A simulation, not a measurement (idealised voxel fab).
Proc. module: voxel gate over fins
The width of the displayed cross-section, cut, is 205 nm; its cells are square, with a size of 5 nm.
Square cells in a grid make up a cross-section in this document, and the grid is given as bands, listed from the top down, each one or more rows of cells. Read a band's entry like this: the first values are the height of its top and the height of its bottom in nm, and what follows is the sequence of materials from left to right, each with its width in nm. Note that "blank" is empty space, and that a single material marked "everywhere" reaches across the band from edge to edge. Height is counted from the level 0, under which the received wafer is composed throughout of one material. The lowest of the bands is not closed at the bottom but continues downward, in the notation "0 and below". A width given as "30->40" starts at the first number in the band's top row and ends at the second number in its bottom row, shifting by an equal amount at every step from row to row. Where the words "no modifications" appear for a step, the cross-section shows no cell changed by that step; every cell remained as before. You'll see "Enclosed voids" listing empty spaces that have no way open to the top, as long as they're 8 cells or more; the notation is width x height at distance, where the distance is from the left edge, and all of it is in nm. Past the settings on a step's line: simulator remark, on that step. The setting "overlay nm" may be written on the line of a step. When the step uses a mask, the value reports how far to the right of the planned place the mask lay, and a negative value reports that it lay to the left.

Steps planned for the process:
1 RECEIVE (material Si)
2 CONFORMAL_DEP (material SiN; thk nm 10)
3 DIRECTIONAL_DEP (material aC; thk nm 10)
4 PATTERN (tone cover; mask id FINS; material resist; width nm 15; pitch nm 40; thk nm 30; overlay nm -15)
5 DIRECTIONAL_ETCH (etch materials aC; depth nm 10)
6 STRIP (etch materials resist)
7 DIRECTIONAL_ETCH (etch materials SiN; depth nm 10)
8 DIRECTIONAL_ETCH (etch materials Si; depth nm 35)
9 STRIP (etch materials aC)
10 OXIDIZE (depth nm 5)
11 FILL_DEP (material SiO2; thk nm 10)
12 CMP (height nm 10)
13 SELECTIVE_ETCH (etch materials SiO2; depth nm 25)
14 STRIP (etch materials SiN)
15 CONFORMAL_DEP (material HfO2; thk nm 5)
16 CONFORMAL_DEP (material TiN; thk nm 5)
17 CONFORMAL_DEP (material TiAl; thk nm 5)
18 CONFORMAL_DEP (material TiN; thk nm 5)
19 FILL_DEP (material W; thk nm 10)
20 CMP (height nm 25)
21 CONFORMAL_DEP (material SiCN; thk nm 10)
All wafers enter the flow in the same state. The overlay nm at step 4 differs from wafer to wafer, and the plan gives the value for the first wafer.

Cross-section, first of several wafers, as delivered after step 1:
* 0 and below  Si everywhere
* Enclosed voids: none

The following table contains a row per wafer, in which are reported, at the conclusion of the module, the cells of each material gained (+) or lost (-) since the wafer's receipt, with its closed voids given thereafter:
overlay nm -15 | +59 HfO2 | -304 Si | +82 SiCN | +190 SiO2 | +59 TiAl | +112 TiN | +89 W | Enclosed voids: none
overlay nm -10 | +59 HfO2 | -304 Si | +82 SiCN | +190 SiO2 | +59 TiAl | +112 TiN | +89 W | Enclosed voids: none
overlay nm -5 | +59 HfO2 | -304 Si | +82 SiCN | +190 SiO2 | +59 TiAl | +112 TiN | +89 W | Enclosed voids: none
overlay nm 0 | +59 HfO2 | -304 Si | +82 SiCN | +190 SiO2 | +59 TiAl | +112 TiN | +89 W | Enclosed voids: none
overlay nm 5 | +59 HfO2 | -304 Si | +82 SiCN | +190 SiO2 | +59 TiAl | +112 TiN | +89 W | Enclosed voids: none
overlay nm 10 | +59 HfO2 | -304 Si | +82 SiCN | +190 SiO2 | +59 TiAl | +112 TiN | +89 W | Enclosed voids: none
overlay nm 15 | +59 HfO2 | -304 Si | +82 SiCN | +190 SiO2 | +59 TiAl | +112 TiN | +89 W | Enclosed voids: none
